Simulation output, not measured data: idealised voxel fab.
The process module that follows is named voxel self aligned vias.
Square cell edge 5 nm, section width 180 nm, ID cut.
Format of a cross-section: grid, square cells. Given as bands. Order: top down. Band: one or more rows of cells.
Band: top height; bottom height; in nm. Then, left to right: material with width in nm, for each material. "all across": a single material spanning edge to edge. "air": empty space.
It should be noted that heights are counted from 0, beneath which the wafer as supplied is of one material throughout, and that the lowest band possesses no lower boundary but continues downward, as written in "0 and below".
The width entry "30 to 40" should be interpreted row by row: the top row of cells in the band takes the first number, the bottom row takes the second number, and the change between adjacent rows is uniform throughout.
"no alterations made" for a step: no cell of the cross-section changed in that step.
The list in "Closed void catalog" covers empty spaces of 8 cells or more that cannot reach the top through any open way, and it gives each as width x height at distance; the distance is from the left edge, and width, height and distance are in nm.
If you see something after the settings on a step's line, that's the simulator's own remark about that step.
overlay nm: right-of-plan distance of the mask on a masked step; negative values mean left-of-plan.

### Planned process steps
1) RECEIVE (material Si)
2) CONFORMAL_DEP (material SiO2; thk nm 10)
3) CONFORMAL_DEP (material SiCN; thk nm 5)
4) DIRECTIONAL_DEP (material lowk; thk nm 20)
5) MASKED_ETCH (tone open; mask id LINES; width nm 25; pitch nm 65; etch materials lowk; depth nm 20; overlay nm 0)
6) CONFORMAL_DEP (material TiN; thk nm 5)
7) FILL_DEP (material W; thk nm 5)
8) CMP (height nm 35)
9) SELECTIVE_ETCH (etch materials W Ru TiN; depth nm 10)
10) FILL_DEP (material SiN; thk nm 5)
11) CMP (height nm 35)
12) DIRECTIONAL_DEP (material lowk; thk nm 15)
13) MASKED_ETCH (tone open; mask id VIAS; width nm 35; etch materials lowk; depth nm 15; overlay nm 0)
14) MASKED_ETCH (tone open; mask id VIAS; width nm 35; etch materials SiN; depth nm 10; overlay nm 0)
15) CONFORMAL_DEP (material TiN; thk nm 5)
16) FILL_DEP (material W; thk nm 5)
17) CMP (height nm 50)
18) CONFORMAL_DEP (material SiN; thk nm 5)

### Cross-section of the wafer upon arrival, representing the state reached after step 1
0 and below  Si all across
Closed void catalog: none

### Starting structure and process plan are as shown above, but one mistake was made in running the module; the wafer cross-section at the end of the module follows
55 down to 50  SiN all across
50 down to 35  lowk 40 | TiN 5 | W 25 | TiN 5 | lowk 105
35 down to 30  SiN 40 | TiN 10 | W 15 | TiN 10 | SiN 105
30 down to 25  lowk 45 | TiN 25 | lowk 40 | SiN 25 | lowk 45
25 down to 15  lowk 45 | TiN 5 | W 15 | TiN 5 | lowk 40 | TiN 5 | W 15 | TiN 5 | lowk 45
15 down to 10  lowk 45 | TiN 25 | lowk 40 | TiN 25 | lowk 45
10 down to 0  SiO2 all across
0 and below  Si all across
Closed void catalog: none
What went wrong in running the wafer? the plan's step 3 went unexecuted, having been skipped
